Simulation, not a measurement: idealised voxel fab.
The process module presented herein is designated voxel transistor to metal.
Cross-sectional view cut (width: 165 nm; square cell size: 5 nm).
In this document a cross-section is written as a grid of square cells. It is given as a series of bands, listed from the top down, and a band is one or more rows of cells. For a band, the entry starts with two heights in nm, that of the top and then that of the bottom, and carries on with the band's materials in order from left to right, each alongside its width in nm; the word "edge to edge" beside a single material means it fills the band edge to edge, and "blank" means empty space. Counting heights begins at 0, where everything beneath is, in the wafer as received, one material. The lowest band has no bottom; it goes on downwards, as "from 0 down" shows. Per-row width for "30->40": begins at first number (top row of band), ends at second number (bottom row), increment between rows held constant. "same as before" for a step: no cell of the cross-section changed in that step. Voids not open to the top, 8 cells minimum: see "Sealed internal cavities". Written width x height at distance; distance is from the left edge; nm. Post-settings text on a step line: simulator's own remark regarding the step. "overlay nm", when on a step's line for a step with a mask, measures how far to the right of its planned place the mask lay; a negative measure means to the left.

The following list gives the planned process steps
1: op RECEIVE | material Si
2: op OXIDIZE | depth nm 5
3: op CONFORMAL_DEP | material SiN | thk nm 10
4: op MASKED_ETCH | tone cover | mask id ACTIVE | width nm 115 | etch materials SiN | depth nm 10 | overlay nm 0
5: op MASKED_ETCH | tone cover | mask id ACTIVE | width nm 115 | etch materials SiO2 | depth nm 5 | overlay nm 0
6: op MASKED_ETCH | tone cover | mask id ACTIVE | width nm 115 | etch materials Si | depth nm 35 | overlay nm 0
7: op OXIDIZE | depth nm 5
8: op FILL_DEP | material SiO2 | thk nm 15
9: op CMP | height nm 10
10: op SELECTIVE_ETCH | etch materials SiO2 | depth nm 10
11: op STRIP | etch materials SiN
12: op SELECTIVE_ETCH | etch materials SiO2 | depth nm 5
13: op OXIDIZE | depth nm 5
14: op DIRECTIONAL_DEP | material polySi | thk nm 25
15: op DIRECTIONAL_DEP | material SiCN | thk nm 10
16: op MASKED_ETCH | tone cover | mask id GATE | width nm 35 | etch materials SiCN | depth nm 20 | overlay nm 0
17: op MASKED_ETCH | tone cover | mask id GATE | width nm 35 | etch materials polySi | depth nm 35 | overlay nm 0
18: op CONFORMAL_DEP | material SiN | thk nm 10
19: op DIRECTIONAL_ETCH | etch materials SiN | depth nm 10
20: op DIRECTIONAL_ETCH | etch materials SiO2 | depth nm 5
21: op DIRECTIONAL_ETCH | etch materials Si | depth nm 5
22: op EPI | material SiGe | thk nm 5
23: op FILL_DEP | material SiO2 | thk nm 10
24: op CMP | height nm 20
25: op STRIP | etch materials polySi
26: op SELECTIVE_ETCH | etch materials SiO2 | depth nm 5
27: op CONFORMAL_DEP | material HfO2 | thk nm 5
28: op CONFORMAL_DEP | material TiN | thk nm 5
29: op FILL_DEP | material W | thk nm 5
30: op CMP | height nm 15
31: op DIRECTIONAL_DEP | material SiO2 | thk nm 10
32: op DIRECTIONAL_DEP | material aC | thk nm 10
33: op PATTERN | tone open | mask id CONTACT | material resist | width nm 20 | pitch nm 85 | thk nm 30 | overlay nm 0
34: op DIRECTIONAL_ETCH | etch materials aC | depth nm 10
35: op STRIP | etch materials resist
36: op DIRECTIONAL_ETCH | etch materials SiO2 | depth nm 35
37: op STRIP | etch materials aC
38: op CONFORMAL_DEP | material TiN | thk nm 5
39: op FILL_DEP | material W | thk nm 5
40: op CMP | height nm 25
41: op DIRECTIONAL_DEP | material TiN | thk nm 5
42: op DIRECTIONAL_DEP | material W | thk nm 25
43: op MASKED_ETCH | tone cover | mask id METAL_1 | width nm 20 | pitch nm 85 | etch materials W | depth nm 25 | overlay nm 0
44: op MASKED_ETCH | tone cover | mask id METAL_1 | width nm 20 | pitch nm 85 | etch materials TiN | depth nm 5 | overlay nm 0
45: op CONFORMAL_DEP | material SiN | thk nm 5
46: op FILL_DEP | material lowk | thk nm 5
47: op CMP | height nm 55
48: op CONFORMAL_DEP | material SiCN | thk nm 5

The first of two wafers, run as planned

Cross-section of the wafer as it came to us, i.e., already through step 1
from 0 down | Si edge to edge
Sealed internal cavities: none

How the wafer stands in section after step 2
from 0 to -5 | SiO2 edge to edge
Beneath the level -5, the cross-section is identical to its previous state.

How the wafer stands in section after step 3
from 10 to 0 | SiN edge to edge
Beneath the level 0, the cross-section is identical to its previous state.

How the wafer stands in section after step 4
from 10 to 0 | blank 25 | SiN 115 | blank 25
Beneath the level 0, the cross-section is identical to its previous state.

How the wafer stands in section after step 5
from 10 to 0 | blank 25 | SiN 115 | blank 25
from 0 to -5 | blank 25 | SiO2 115 | blank 25
Beneath the level -5, the cross-section is identical to its previous state.

How the wafer stands in section after step 6
from 10 to 0 | blank 25 | SiN 115 | blank 25
from 0 to -5 | blank 25 | SiO2 115 | blank 25
from -5 to -40 | blank 25 | Si 115 | blank 25
Beneath the level -40, the cross-section is identical to its previous state.

How the wafer stands in section after step 7
from 10 to 0 | blank 25 | SiN 115 | blank 25
from 0 to -5 | blank 25 | SiO2 115 | blank 25
from -5 to -40 | blank 25 | SiO2 5 | Si 105 | SiO2 5 | blank 25
from -40 to -45 | SiO2 30 | Si 105 | SiO2 30
Beneath the level -45, the cross-section is identical to its previous state.

How the wafer stands in section after step 8
from 25 to 10 | SiO2 edge to edge
from 10 to 0 | SiO2 25 | SiN 115 | SiO2 25
from 0 to -5 | SiO2 edge to edge
from -5 to -45 | SiO2 30 | Si 105 | SiO2 30
Beneath the level -45, the cross-section is identical to its previous state.

How the wafer stands in section after step 9
from 10 to 0 | SiO2 25 | SiN 115 | SiO2 25
Beneath the level 0, the cross-section is identical to its previous state.

How the wafer stands in section after step 10
from 10 to 0 | blank 25 | SiN 115 | blank 25
Beneath the level 0, the cross-section is identical to its previous state.

How the wafer stands in section after step 11
from 0 to -5 | SiO2 edge to edge
Beneath the level -5, the cross-section is identical to its previous state.

How the wafer stands in section after step 12
from -5 to -45 | SiO2 30 | Si 105 | SiO2 30
Beneath the level -45, the cross-section is identical to its previous state.

How the wafer stands in section after step 13
from -5 to -10 | SiO2 edge to edge
Beneath the level -10, the cross-section is identical to its previous state.

How the wafer stands in section after step 14
from 20 to -5 | polySi edge to edge
Beneath the level -5, the cross-section is identical to its previous state.

How the wafer stands in section after step 15
from 30 to 20 | SiCN edge to edge
Beneath the level 20, the cross-section is identical to its previous state.

How the wafer stands in section after step 16
from 30 to 20 | blank 65 | SiCN 35 | blank 65
Beneath the level 20, the cross-section is identical to its previous state.

How the wafer stands in section after step 17
from 30 to 20 | blank 65 | SiCN 35 | blank 65
from 20 to -5 | blank 65 | polySi 35 | blank 65
Beneath the level -5, the cross-section is identical to its previous state.

How the wafer stands in section after step 18
from 40 to 30 | blank 55 | SiN 55 | blank 55
from 30 to 20 | blank 55 | SiN 10 | SiCN 35 | SiN 10 | blank 55
from 20 to 5 | blank 55 | SiN 10 | polySi 35 | SiN 10 | blank 55
from 5 to -5 | SiN 65 | polySi 35 | SiN 65
Beneath the level -5, the cross-section is identical to its previous state.

How the wafer stands in section after step 19
from 30 to 20 | blank 55 | SiN 10 | SiCN 35 | SiN 10 | blank 55
from 20 to -5 | blank 55 | SiN 10 | polySi 35 | SiN 10 | blank 55
Beneath the level -5, the cross-section is identical to its previous state.

How the wafer stands in section after step 20
from 30 to 20 | blank 55 | SiN 10 | SiCN 35 | SiN 10 | blank 55
from 20 to -5 | blank 55 | SiN 10 | polySi 35 | SiN 10 | blank 55
from -5 to -10 | blank 55 | SiO2 55 | blank 55
Beneath the level -10, the cross-section is identical to its previous state.

How the wafer stands in section after step 21
from 30 to 20 | blank 55 | SiN 10 | SiCN 35 | SiN 10 | blank 55
from 20 to -5 | blank 55 | SiN 10 | polySi 35 | SiN 10 | blank 55
from -5 to -10 | blank 55 | SiO2 55 | blank 55
from -10 to -15 | SiO2 30 | blank 25 | Si 55 | blank 25 | SiO2 30
Beneath the level -15, the cross-section is identical to its previous state.

How the wafer stands in section after step 22
from 30 to 20 | blank 55 | SiN 10 | SiCN 35 | SiN 10 | blank 55
from 20 to -5 | blank 55 | SiN 10 | polySi 35 | SiN 10 | blank 55
from -5 to -10 | blank 50 | SiGe 5 | SiO2 55 | SiGe 5 | blank 50
from -10 to -15 | SiO2 30 | SiGe 25 | Si 55 | SiGe 25 | SiO2 30
Beneath the level -15, the cross-section is identical to its previous state.

How the wafer stands in section after step 23
from 40 to 30 | SiO2 edge to edge
from 30 to 20 | SiO2 55 | SiN 10 | SiCN 35 | SiN 10 | SiO2 55
from 20 to -5 | SiO2 55 | SiN 10 | polySi 35 | SiN 10 | SiO2 55
from -5 to -10 | SiO2 50 | SiGe 5 | SiO2 55 | SiGe 5 | SiO2 50
Beneath the level -10, the cross-section is identical to its previous state.

How the wafer stands in section after step 24
from 20 to -5 | SiO2 55 | SiN 10 | polySi 35 | SiN 10 | SiO2 55
Beneath the level -5, the cross-section is identical to its previous state.

How the wafer stands in section after step 25
from 20 to -5 | SiO2 55 | SiN 10 | blank 35 | SiN 10 | SiO2 55
Beneath the level -5, the cross-section is identical to its previous state.

How the wafer stands in section after step 26
from 20 to 15 | blank 55 | SiN 10 | blank 35 | SiN 10 | blank 55
from 15 to -5 | SiO2 55 | SiN 10 | blank 35 | SiN 10 | SiO2 55
from -5 to -10 | SiO2 50 | SiGe 5 | SiO2 5 | blank 45 | SiO2 5 | SiGe 5 | SiO2 50
Beneath the level -10, the cross-section is identical to its previous state.

How the wafer stands in section after step 27
from 25 to 20 | blank 50 | HfO2 20 | blank 25 | HfO2 20 | blank 50
from 20 to 15 | HfO2 55 | SiN 10 | HfO2 5 | blank 25 | HfO2 5 | SiN 10 | HfO2 55
from 15 to -5 | SiO2 55 | SiN 10 | HfO2 5 | blank 25 | HfO2 5 | SiN 10 | SiO2 55
from -5 to -10 | SiO2 50 | SiGe 5 | SiO2 5 | HfO2 45 | SiO2 5 | SiGe 5 | SiO2 50
Beneath the level -10, the cross-section is identical to its previous state.

How the wafer stands in section after step 28
from 30 to 25 | blank 45 | TiN 30 | blank 15 | TiN 30 | blank 45
from 25 to 20 | TiN 50 | HfO2 20 | TiN 5 | blank 15 | TiN 5 | HfO2 20 | TiN 50
from 20 to 15 | HfO2 55 | SiN 10 | HfO2 5 | TiN 5 | blank 15 | TiN 5 | HfO2 5 | SiN 10 | HfO2 55
from 15 to 0 | SiO2 55 | SiN 10 | HfO2 5 | TiN 5 | blank 15 | TiN 5 | HfO2 5 | SiN 10 | SiO2 55
from 0 to -5 | SiO2 55 | SiN 10 | HfO2 5 | TiN 25 | HfO2 5 | SiN 10 | SiO2 55
Beneath the level -5, the cross-section is identical to its previous state.

How the wafer stands in section after step 29
from 35 to 30 | W edge to edge
from 30 to 25 | W 45 | TiN 30 | W 15 | TiN 30 | W 45
from 25 to 20 | TiN 50 | HfO2 20 | TiN 5 | W 15 | TiN 5 | HfO2 20 | TiN 50
from 20 to 15 | HfO2 55 | SiN 10 | HfO2 5 | TiN 5 | W 15 | TiN 5 | HfO2 5 | SiN 10 | HfO2 55
from 15 to 0 | SiO2 55 | SiN 10 | HfO2 5 | TiN 5 | W 15 | TiN 5 | HfO2 5 | SiN 10 | SiO2 55
Beneath the level 0, the cross-section is identical to its previous state.

How the wafer stands in section after step 30
from 15 to 0 | SiO2 55 | SiN 10 | HfO2 5 | TiN 5 | W 15 | TiN 5 | HfO2 5 | SiN 10 | SiO2 55
Beneath the level 0, the cross-section is identical to its previous state.

How the wafer stands in section after step 31
from 25 to 15 | SiO2 edge to edge
Beneath the level 15, the cross-section is identical to its previous state.

How the wafer stands in section after step 32
from 35 to 25 | aC edge to edge
Beneath the level 25, the cross-section is identical to its previous state.

How the wafer stands in section after step 33
from 65 to 35 | resist 30 | blank 20 | resist 65 | blank 20 | resist 30
Beneath the level 35, the cross-section is identical to its previous state.

How the wafer stands in section after step 34
from 55 to 35 | resist 30 | blank 20 | resist 65 | blank 20 | resist 30
from 35 to 25 | aC 30 | blank 20 | aC 65 | blank 20 | aC 30
Beneath the level 25, the cross-section is identical to its previous state.

How the wafer stands in section after step 35
from 35 to 25 | aC 30 | blank 20 | aC 65 | blank 20 | aC 30
Beneath the level 25, the cross-section is identical to its previous state.

How the wafer stands in section after step 36
from 35 to 25 | aC 30 | blank 20 | aC 65 | blank 20 | aC 30
from 25 to 15 | SiO2 30 | blank 20 | SiO2 65 | blank 20 | SiO2 30
from 15 to 0 | SiO2 30 | blank 20 | SiO2 5 | SiN 10 | HfO2 5 | TiN 5 | W 15 | TiN 5 | HfO2 5 | SiN 10 | SiO2 5 | blank 20 | SiO2 30
from 0 to -5 | SiO2 30 | blank 20 | SiO2 5 | SiN 10 | HfO2 5 | TiN 25 | HfO2 5 | SiN 10 | SiO2 5 | blank 20 | SiO2 30
from -5 to -10 | SiO2 30 | blank 20 | SiGe 5 | SiO2 5 | HfO2 45 | SiO2 5 | SiGe 5 | blank 20 | SiO2 30
Beneath the level -10, the cross-section is identical to its previous state.

How the wafer stands in section after step 37
from 25 to 15 | SiO2 30 | blank 20 | SiO2 65 | blank 20 | SiO2 30
Beneath the level 15, the cross-section is identical to its previous state.

How the wafer stands in section after step 38
from 30 to 25 | TiN 35 | blank 10 | TiN 75 | blank 10 | TiN 35
from 25 to 15 | SiO2 30 | TiN 5 | blank 10 | TiN 5 | SiO2 65 | TiN 5 | blank 10 | TiN 5 | SiO2 30
from 15 to 0 | SiO2 30 | TiN 5 | blank 10 | TiN 5 | SiO2 5 | SiN 10 | HfO2 5 | TiN 5 | W 15 | TiN 5 | HfO2 5 | SiN 10 | SiO2 5 | TiN 5 | blank 10 | TiN 5 | SiO2 30
from 0 to -5 | SiO2 30 | TiN 5 | blank 10 | TiN 5 | SiO2 5 | SiN 10 | HfO2 5 | TiN 25 | HfO2 5 | SiN 10 | SiO2 5 | TiN 5 | blank 10 | TiN 5 | SiO2 30
from -5 to -10 | SiO2 30 | TiN 20 | SiGe 5 | SiO2 5 | HfO2 45 | SiO2 5 | SiGe 5 | TiN 20 | SiO2 30
Beneath the level -10, the cross-section is identical to its previous state.

How the wafer stands in section after step 39
from 35 to 30 | W edge to edge
from 30 to 25 | TiN 35 | W 10 | TiN 75 | W 10 | TiN 35
from 25 to 15 | SiO2 30 | TiN 5 | W 10 | TiN 5 | SiO2 65 | TiN 5 | W 10 | TiN 5 | SiO2 30
from 15 to 0 | SiO2 30 | TiN 5 | W 10 | TiN 5 | SiO2 5 | SiN 10 | HfO2 5 | TiN 5 | W 15 | TiN 5 | HfO2 5 | SiN 10 | SiO2 5 | TiN 5 | W 10 | TiN 5 | SiO2 30
from 0 to -5 | SiO2 30 | TiN 5 | W 10 | TiN 5 | SiO2 5 | SiN 10 | HfO2 5 | TiN 25 | HfO2 5 | SiN 10 | SiO2 5 | TiN 5 | W 10 | TiN 5 | SiO2 30
Beneath the level -5, the cross-section is identical to its previous state.

How the wafer stands in section after step 40
from 25 to 15 | SiO2 30 | TiN 5 | W 10 | TiN 5 | SiO2 65 | TiN 5 | W 10 | TiN 5 | SiO2 30
Beneath the level 15, the cross-section is identical to its previous state.

How the wafer stands in section after step 41
from 30 to 25 | TiN edge to edge
Beneath the level 25, the cross-section is identical to its previous state.

How the wafer stands in section after step 42
from 55 to 30 | W edge to edge
Beneath the level 30, the cross-section is identical to its previous state.

How the wafer stands in section after step 43
from 55 to 30 | blank 30 | W 20 | blank 65 | W 20 | blank 30
Beneath the level 30, the cross-section is identical to its previous state.

How the wafer stands in section after step 44
from 55 to 30 | blank 30 | W 20 | blank 65 | W 20 | blank 30
from 30 to 25 | blank 30 | TiN 20 | blank 65 | TiN 20 | blank 30
Beneath the level 25, the cross-section is identical to its previous state.

How the wafer stands in section after step 45
from 60 to 55 | blank 25 | SiN 30 | blank 55 | SiN 30 | blank 25
from 55 to 30 | blank 25 | SiN 5 | W 20 | SiN 5 | blank 55 | SiN 5 | W 20 | SiN 5 | blank 25
from 30 to 25 | SiN 30 | TiN 20 | SiN 65 | TiN 20 | SiN 30
Beneath the level 25, the cross-section is identical to its previous state.

How the wafer stands in section after step 46
from 65 to 60 | lowk edge to edge
from 60 to 55 | lowk 25 | SiN 30 | lowk 55 | SiN 30 | lowk 25
from 55 to 30 | lowk 25 | SiN 5 | W 20 | SiN 5 | lowk 55 | SiN 5 | W 20 | SiN 5 | lowk 25
Beneath the level 30, the cross-section is identical to its previous state.

How the wafer stands in section after step 47
from 55 to 30 | lowk 25 | SiN 5 | W 20 | SiN 5 | lowk 55 | SiN 5 | W 20 | SiN 5 | lowk 25
Beneath the level 30, the cross-section is identical to its previous state.

How the wafer stands in section after step 48
from 60 to 55 | SiCN edge to edge
Beneath the level 55, the cross-section is identical to its previous state.

The second wafer: identical to the first at the outset and in its planned sequence, differing only in that one mistake was made during processing; up to and including step 6, its path is the first wafer's path

Cross-section, second wafer, at the end time the plan gives for step 7
from 10 to 0 | blank 25 | SiN 115 | blank 25
from 0 to -5 | blank 25 | SiO2 115 | blank 25
from -5 to -40 | blank 25 | SiO2 10 | Si 95 | SiO2 10 | blank 25
from -40 to -50 | SiO2 35 | Si 95 | SiO2 35
Beneath the level -50, the cross-section is identical to its previous state.

Cross-section, second wafer, at the end time the plan gives for step 8
from 25 to 10 | SiO2 edge to edge
from 10 to 0 | SiO2 25 | SiN 115 | SiO2 25
from 0 to -5 | SiO2 edge to edge
from -5 to -50 | SiO2 35 | Si 95 | SiO2 35
Beneath the level -50, the cross-section is identical to its previous state.

Cross-section, second wafer, at the end time the plan gives for step 9
from 10 to 0 | SiO2 25 | SiN 115 | SiO2 25
Beneath the level 0, the cross-section is identical to its previous state.

Cross-section, second wafer, at the end time the plan gives for step 10
from 10 to 0 | blank 25 | SiN 115 | blank 25
Beneath the level 0, the cross-section is identical to its previous state.

Cross-section, second wafer, at the end time the plan gives for step 11
from 0 to -5 | SiO2 edge to edge
Beneath the level -5, the cross-section is identical to its previous state.

Cross-section, second wafer, at the end time the plan gives for step 12
from -5 to -50 | SiO2 35 | Si 95 | SiO2 35
Beneath the level -50, the cross-section is identical to its previous state.

Cross-section, second wafer, at the end time the plan gives for step 13
from -5 to -10 | SiO2 edge to edge
Beneath the level -10, the cross-section is identical to its previous state.

Cross-section, second wafer, at the end time the plan gives for step 14
from 20 to -5 | polySi edge to edge
Beneath the level -5, the cross-section is identical to its previous state.

Cross-section, second wafer, at the end time the plan gives for step 15
from 30 to 20 | SiCN edge to edge
Beneath the level 20, the cross-section is identical to its previous state.

Cross-section, second wafer, at the end time the plan gives for step 16
from 30 to 20 | blank 65 | SiCN 35 | blank 65
Beneath the level 20, the cross-section is identical to its previous state.

Cross-section, second wafer, at the end time the plan gives for step 17
from 30 to 20 | blank 65 | SiCN 35 | blank 65
from 20 to -5 | blank 65 | polySi 35 | blank 65
Beneath the level -5, the cross-section is identical to its previous state.

Cross-section, second wafer, at the end time the plan gives for step 18
from 40 to 30 | blank 55 | SiN 55 | blank 55
from 30 to 20 | blank 55 | SiN 10 | SiCN 35 | SiN 10 | blank 55
from 20 to 5 | blank 55 | SiN 10 | polySi 35 | SiN 10 | blank 55
from 5 to -5 | SiN 65 | polySi 35 | SiN 65
Beneath the level -5, the cross-section is identical to its previous state.

Cross-section, second wafer, at the end time the plan gives for step 19
from 30 to 20 | blank 55 | SiN 10 | SiCN 35 | SiN 10 | blank 55
from 20 to -5 | blank 55 | SiN 10 | polySi 35 | SiN 10 | blank 55
Beneath the level -5, the cross-section is identical to its previous state.

Cross-section, second wafer, at the end time the plan gives for step 20
from 30 to 20 | blank 55 | SiN 10 | SiCN 35 | SiN 10 | blank 55
from 20 to -5 | blank 55 | SiN 10 | polySi 35 | SiN 10 | blank 55
from -5 to -10 | blank 55 | SiO2 55 | blank 55
Beneath the level -10, the cross-section is identical to its previous state.

Cross-section, second wafer, at the end time the plan gives for step 21
from 30 to 20 | blank 55 | SiN 10 | SiCN 35 | SiN 10 | blank 55
from 20 to -5 | blank 55 | SiN 10 | polySi 35 | SiN 10 | blank 55
from -5 to -10 | blank 55 | SiO2 55 | blank 55
from -10 to -15 | SiO2 35 | blank 20 | Si 55 | blank 20 | SiO2 35
Beneath the level -15, the cross-section is identical to its previous state.

Cross-section, second wafer, at the end time the plan gives for step 22
from 30 to 20 | blank 55 | SiN 10 | SiCN 35 | SiN 10 | blank 55
from 20 to -5 | blank 55 | SiN 10 | polySi 35 | SiN 10 | blank 55
from -5 to -10 | blank 50 | SiGe 5 | SiO2 55 | SiGe 5 | blank 50
from -10 to -15 | SiO2 35 | SiGe 20 | Si 55 | SiGe 20 | SiO2 35
Beneath the level -15, the cross-section is identical to its previous state.

Cross-section, second wafer, at the end time the plan gives for step 23
from 40 to 30 | SiO2 edge to edge
from 30 to 20 | SiO2 55 | SiN 10 | SiCN 35 | SiN 10 | SiO2 55
from 20 to -5 | SiO2 55 | SiN 10 | polySi 35 | SiN 10 | SiO2 55
from -5 to -10 | SiO2 50 | SiGe 5 | SiO2 55 | SiGe 5 | SiO2 50
Beneath the level -10, the cross-section is identical to its previous state.

Cross-section, second wafer, at the end time the plan gives for step 24
from 20 to -5 | SiO2 55 | SiN 10 | polySi 35 | SiN 10 | SiO2 55
Beneath the level -5, the cross-section is identical to its previous state.

Cross-section, second wafer, at the end time the plan gives for step 25
from 20 to -5 | SiO2 55 | SiN 10 | blank 35 | SiN 10 | SiO2 55
Beneath the level -5, the cross-section is identical to its previous state.

Cross-section, second wafer, at the end time the plan gives for step 26
from 20 to 15 | blank 55 | SiN 10 | blank 35 | SiN 10 | blank 55
from 15 to -5 | SiO2 55 | SiN 10 | blank 35 | SiN 10 | SiO2 55
from -5 to -10 | SiO2 50 | SiGe 5 | SiO2 5 | blank 45 | SiO2 5 | SiGe 5 | SiO2 50
Beneath the level -10, the cross-section is identical to its previous state.

Cross-section, second wafer, at the end time the plan gives for step 27
from 25 to 20 | blank 50 | HfO2 20 | blank 25 | HfO2 20 | blank 50
from 20 to 15 | HfO2 55 | SiN 10 | HfO2 5 | blank 25 | HfO2 5 | SiN 10 | HfO2 55
from 15 to -5 | SiO2 55 | SiN 10 | HfO2 5 | blank 25 | HfO2 5 | SiN 10 | SiO2 55
from -5 to -10 | SiO2 50 | SiGe 5 | SiO2 5 | HfO2 45 | SiO2 5 | SiGe 5 | SiO2 50
Beneath the level -10, the cross-section is identical to its previous state.

Cross-section, second wafer, at the end time the plan gives for step 28
from 30 to 25 | blank 45 | TiN 30 | blank 15 | TiN 30 | blank 45
from 25 to 20 | TiN 50 | HfO2 20 | TiN 5 | blank 15 | TiN 5 | HfO2 20 | TiN 50
from 20 to 15 | HfO2 55 | SiN 10 | HfO2 5 | TiN 5 | blank 15 | TiN 5 | HfO2 5 | SiN 10 | HfO2 55
from 15 to 0 | SiO2 55 | SiN 10 | HfO2 5 | TiN 5 | blank 15 | TiN 5 | HfO2 5 | SiN 10 | SiO2 55
from 0 to -5 | SiO2 55 | SiN 10 | HfO2 5 | TiN 25 | HfO2 5 | SiN 10 | SiO2 55
Beneath the level -5, the cross-section is identical to its previous state.

Cross-section, second wafer, at the end time the plan gives for step 29
from 35 to 30 | W edge to edge
from 30 to 25 | W 45 | TiN 30 | W 15 | TiN 30 | W 45
from 25 to 20 | TiN 50 | HfO2 20 | TiN 5 | W 15 | TiN 5 | HfO2 20 | TiN 50
from 20 to 15 | HfO2 55 | SiN 10 | HfO2 5 | TiN 5 | W 15 | TiN 5 | HfO2 5 | SiN 10 | HfO2 55
from 15 to 0 | SiO2 55 | SiN 10 | HfO2 5 | TiN 5 | W 15 | TiN 5 | HfO2 5 | SiN 10 | SiO2 55
Beneath the level 0, the cross-section is identical to its previous state.

Cross-section, second wafer, at the end time the plan gives for step 30
from 15 to 0 | SiO2 55 | SiN 10 | HfO2 5 | TiN 5 | W 15 | TiN 5 | HfO2 5 | SiN 10 | SiO2 55
Beneath the level 0, the cross-section is identical to its previous state.

Cross-section, second wafer, at the end time the plan gives for step 31
from 25 to 15 | SiO2 edge to edge
Beneath the level 15, the cross-section is identical to its previous state.

Cross-section, second wafer, at the end time the plan gives for step 32
from 35 to 25 | aC edge to edge
Beneath the level 25, the cross-section is identical to its previous state.

Cross-section, second wafer, at the end time the plan gives for step 33
from 65 to 35 | resist 30 | blank 20 | resist 65 | blank 20 | resist 30
Beneath the level 35, the cross-section is identical to its previous state.

Cross-section, second wafer, at the end time the plan gives for step 34
from 55 to 35 | resist 30 | blank 20 | resist 65 | blank 20 | resist 30
from 35 to 25 | aC 30 | blank 20 | aC 65 | blank 20 | aC 30
Beneath the level 25, the cross-section is identical to its previous state.

Cross-section, second wafer, at the end time the plan gives for step 35
from 35 to 25 | aC 30 | blank 20 | aC 65 | blank 20 | aC 30
Beneath the level 25, the cross-section is identical to its previous state.

Cross-section, second wafer, at the end time the plan gives for step 36
from 35 to 25 | aC 30 | blank 20 | aC 65 | blank 20 | aC 30
from 25 to 15 | SiO2 30 | blank 20 | SiO2 65 | blank 20 | SiO2 30
from 15 to 0 | SiO2 30 | blank 20 | SiO2 5 | SiN 10 | HfO2 5 | TiN 5 | W 15 | TiN 5 | HfO2 5 | SiN 10 | SiO2 5 | blank 20 | SiO2 30
from 0 to -5 | SiO2 30 | blank 20 | SiO2 5 | SiN 10 | HfO2 5 | TiN 25 | HfO2 5 | SiN 10 | SiO2 5 | blank 20 | SiO2 30
from -5 to -10 | SiO2 30 | blank 20 | SiGe 5 | SiO2 5 | HfO2 45 | SiO2 5 | SiGe 5 | blank 20 | SiO2 30
Beneath the level -10, the cross-section is identical to its previous state.

Cross-section, second wafer, at the end time the plan gives for step 37
from 25 to 15 | SiO2 30 | blank 20 | SiO2 65 | blank 20 | SiO2 30
Beneath the level 15, the cross-section is identical to its previous state.

Cross-section, second wafer, at the end time the plan gives for step 38
from 30 to 25 | TiN 35 | blank 10 | TiN 75 | blank 10 | TiN 35
from 25 to 15 | SiO2 30 | TiN 5 | blank 10 | TiN 5 | SiO2 65 | TiN 5 | blank 10 | TiN 5 | SiO2 30
from 15 to 0 | SiO2 30 | TiN 5 | blank 10 | TiN 5 | SiO2 5 | SiN 10 | HfO2 5 | TiN 5 | W 15 | TiN 5 | HfO2 5 | SiN 10 | SiO2 5 | TiN 5 | blank 10 | TiN 5 | SiO2 30
from 0 to -5 | SiO2 30 | TiN 5 | blank 10 | TiN 5 | SiO2 5 | SiN 10 | HfO2 5 | TiN 25 | HfO2 5 | SiN 10 | SiO2 5 | TiN 5 | blank 10 | TiN 5 | SiO2 30
from -5 to -10 | SiO2 30 | TiN 20 | SiGe 5 | SiO2 5 | HfO2 45 | SiO2 5 | SiGe 5 | TiN 20 | SiO2 30
Beneath the level -10, the cross-section is identical to its previous state.

Cross-section, second wafer, at the end time the plan gives for step 39
from 35 to 30 | W edge to edge
from 30 to 25 | TiN 35 | W 10 | TiN 75 | W 10 | TiN 35
from 25 to 15 | SiO2 30 | TiN 5 | W 10 | TiN 5 | SiO2 65 | TiN 5 | W 10 | TiN 5 | SiO2 30
from 15 to 0 | SiO2 30 | TiN 5 | W 10 | TiN 5 | SiO2 5 | SiN 10 | HfO2 5 | TiN 5 | W 15 | TiN 5 | HfO2 5 | SiN 10 | SiO2 5 | TiN 5 | W 10 | TiN 5 | SiO2 30
from 0 to -5 | SiO2 30 | TiN 5 | W 10 | TiN 5 | SiO2 5 | SiN 10 | HfO2 5 | TiN 25 | HfO2 5 | SiN 10 | SiO2 5 | TiN 5 | W 10 | TiN 5 | SiO2 30
Beneath the level -5, the cross-section is identical to its previous state.

Cross-section, second wafer, at the end time the plan gives for step 40
from 25 to 15 | SiO2 30 | TiN 5 | W 10 | TiN 5 | SiO2 65 | TiN 5 | W 10 | TiN 5 | SiO2 30
Beneath the level 15, the cross-section is identical to its previous state.

Cross-section, second wafer, at the end time the plan gives for step 41
from 30 to 25 | TiN edge to edge
Beneath the level 25, the cross-section is identical to its previous state.

Cross-section, second wafer, at the end time the plan gives for step 42
from 55 to 30 | W edge to edge
Beneath the level 30, the cross-section is identical to its previous state.

Cross-section, second wafer, at the end time the plan gives for step 43
from 55 to 30 | blank 30 | W 20 | blank 65 | W 20 | blank 30
Beneath the level 30, the cross-section is identical to its previous state.

Cross-section, second wafer, at the end time the plan gives for step 44
from 55 to 30 | blank 30 | W 20 | blank 65 | W 20 | blank 30
from 30 to 25 | blank 30 | TiN 20 | blank 65 | TiN 20 | blank 30
Beneath the level 25, the cross-section is identical to its previous state.

Cross-section, second wafer, at the end time the plan gives for step 45
from 60 to 55 | blank 25 | SiN 30 | blank 55 | SiN 30 | blank 25
from 55 to 30 | blank 25 | SiN 5 | W 20 | SiN 5 | blank 55 | SiN 5 | W 20 | SiN 5 | blank 25
from 30 to 25 | SiN 30 | TiN 20 | SiN 65 | TiN 20 | SiN 30
Beneath the level 25, the cross-section is identical to its previous state.

Cross-section, second wafer, at the end time the plan gives for step 46
from 65 to 60 | lowk edge to edge
from 60 to 55 | lowk 25 | SiN 30 | lowk 55 | SiN 30 | lowk 25
from 55 to 30 | lowk 25 | SiN 5 | W 20 | SiN 5 | lowk 55 | SiN 5 | W 20 | SiN 5 | lowk 25
Beneath the level 30, the cross-section is identical to its previous state.

Cross-section, second wafer, at the end time the plan gives for step 47
from 55 to 30 | lowk 25 | SiN 5 | W 20 | SiN 5 | lowk 55 | SiN 5 | W 20 | SiN 5 | lowk 25
Beneath the level 30, the cross-section is identical to its previous state.

Cross-section, second wafer, at the end time the plan gives for step 48
from 60 to 55 | SiCN edge to edge
Beneath the level 55, the cross-section is identical to its previous state.
Short version of what went wrong: step 7 ran as: op OXIDIZE | depth nm 10
Final cells, second wafer relative to first, materials higher or lower: 26 fewer of Si, 2 fewer of SiGe, 28 more of SiO2
